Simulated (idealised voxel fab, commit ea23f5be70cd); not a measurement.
process module | voxel double patterning
cross-section cut | 190 nm wide | cells 5 nm
A cross-section is a grid of square cells, given in bands from the top down. A band is one or more rows of cells.
Each band's line starts with the height of the band's top and of its bottom, in nm. Then come its materials from left to right, each with its width in nm. One material with "throughout" fills the band from edge to edge. "air" is empty space.
Height 0 is the level under which the wafer as received is all one material. The lowest band goes on downwards, as in "0 down".
A width such as "30 to 40" changes by the same amount from each row of cells to the next, from the band's top row to its bottom row.
"no change" after a step means that no cell of the cross-section changed.
closed voids: empty space of 8 cells or more with no open way to the top, each as width x height at its distance from the left edge, in nm
after a step's settings: what the simulator itself notes on the step
overlay nm, on a step with a mask: how far to the right of its planned place the mask lay; to the left if negative
plan
1 op RECEIVE | material Si
2 op CONFORMAL_DEP | material SiO2 | thk nm 5
3 op DIRECTIONAL_DEP | material W | thk nm 10
4 op DIRECTIONAL_DEP | material SiN | thk nm 5
5 op DIRECTIONAL_DEP | material aC | thk nm 15
6 op PATTERN | tone open | mask id FIRST | material resist | width nm 15 | pitch nm 50 | thk nm 30 | overlay nm 0
7 op DIRECTIONAL_ETCH | etch materials aC | depth nm 15
8 op STRIP | etch materials resist
9 op DIRECTIONAL_ETCH | etch materials SiN | depth nm 5
10 op STRIP | etch materials aC
11 op PATTERN | tone open | mask id SECOND | material resist | width nm 15 | pitch nm 50 | thk nm 20 | overlay nm 0
12 op DIRECTIONAL_ETCH | etch materials SiN | depth nm 5
13 op STRIP | etch materials resist
14 op DIRECTIONAL_ETCH | etch materials W | depth nm 10
15 op STRIP | etch materials SiN
as received, after step 1
  0 down: Si throughout
  closed voids: none
first wafer at the end, as planned
  15 to 5: W 35 | air 15 | W 10 | air 15 | W 10 | air 15 | W 10 | air 15 | W 10 | air 15 | W 40
  5 to 0: SiO2 throughout
  0 down: Si throughout
  closed voids: none
second wafer at the end: like start, like plan, one mistake
  15 to 5: W 35 | air 15 | W 5 | air 15 | W 15 | air 15 | W 5 | air 15 | W 15 | air 15 | W 40
  5 to 0: SiO2 throughout
  0 down: Si throughout
  closed voids: none
what went wrong: step 11 ran as: op PATTERN | tone open | mask id SECOND | material resist | width nm 15 | pitch nm 50 | thk nm 20 | overlay nm -5
at the end the second wafer has, in cells: as many of each material as the first, in other places
